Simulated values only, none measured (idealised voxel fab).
The name of this process module is voxel fin reveal.
This is section cut - it's 245 nm across, gridded in 5 nm square cells.
Cross-section, as written here: a square-cell grid given band by band from the top down, where a band holds one or more rows of cells. Look at the band entry: it leads with the top's height and the bottom's height in nm. Then it lists the materials left to right, with a width in nm for each. The word "throughout" on a single material says that material fills the band edge to edge. The word "blank" is empty space. All heights in this document are referenced to 0, defined as the level beneath which the wafer, as received, consists entirely of one material. The lowest band is not bounded below; it extends indefinitely downward and is written in the form "0 nm and below". The expression "30 to 40" gives the width at the extremes of the band, the first number at its top row of cells and the second at its bottom row, with the width changing by equal amounts from each row to the next in between. The cross-section has no changed cell in any step marked "no alterations made". For the entry "Non-vented voids", the listed items are empty spaces with no open way to the top whose size is 8 cells or more; each item follows the pattern width x height at distance, where distance is from the left edge and all three are in nm. What comes after the settings on a step's line is commentary from the simulator itself on that step. overlay nm, on a step with a mask: how far to the right of its planned place the mask lay; to the left if negative.

-- plan
1,RECEIVE with material Si
2,CONFORMAL_DEP with material SiN, thk nm 10
3,DIRECTIONAL_DEP with material aC, thk nm 15
4,PATTERN with tone cover, mask id FINS, material resist, width nm 15, pitch nm 45, thk nm 30, overlay nm -15
5,DIRECTIONAL_ETCH with etch materials aC, depth nm 15
6,STRIP with etch materials resist
7,DIRECTIONAL_ETCH with etch materials SiN, depth nm 10
8,DIRECTIONAL_ETCH with etch materials Si, depth nm 30
9,STRIP with etch materials aC
10,FILL_DEP with material SiO2, thk nm 10
11,CMP with height nm 10
12,SELECTIVE_ETCH with etch materials SiO2, depth nm 20
13,STRIP with etch materials SiN
14,CONFORMAL_DEP with material SiO2, thk nm 5
varied across the wafers: overlay nm of step 4. The plan shows the first wafer's value. All wafers start alike

-- Cross-section, first of several wafers, as delivered after step 1
	0 nm and below  Si throughout
	Non-vented voids: none

-- Cross-sectional representation of the first of several wafers at the end of the module, i.e. after its terminal step, step 14
	5 nm to 0 nm  70 blank; 25 SiO2; 20 blank; 25 SiO2; 105 blank
	0 nm to -5 nm  70 blank; 5 SiO2; 15 Si; 5 SiO2; 20 blank; 5 SiO2; 15 Si; 5 SiO2; 105 blank
	-5 nm to -30 nm  75 SiO2; 15 Si; 30 SiO2; 15 Si; 110 SiO2
	-30 nm and below  Si throughout
	Non-vented voids: none

-- Last wafer x-sec, end of module
	5 nm to 0 nm  100 blank; 25 SiO2; 20 blank; 25 SiO2; 75 blank
	0 nm to -5 nm  100 blank; 5 SiO2; 15 Si; 5 SiO2; 20 blank; 5 SiO2; 15 Si; 5 SiO2; 75 blank
	-5 nm to -30 nm  105 SiO2; 15 Si; 30 SiO2; 15 Si; 80 SiO2
	-30 nm and below  Si throughout
	Non-vented voids: none

-- Per wafer (row), end of module: delta in cells per material since receipt, (+) for gained, (-) for lost; closed voids after that
overlay nm -15 | -258 Si | +229 SiO2 | Non-vented voids: none
overlay nm -10 | -258 Si | +229 SiO2 | Non-vented voids: none
overlay nm -5 | -258 Si | +229 SiO2 | Non-vented voids: none
overlay nm 0 | -258 Si | +229 SiO2 | Non-vented voids: none
overlay nm 5 | -258 Si | +229 SiO2 | Non-vented voids: none
overlay nm 10 | -258 Si | +229 SiO2 | Non-vented voids: none
overlay nm 15 | -258 Si | +229 SiO2 | Non-vented voids: none
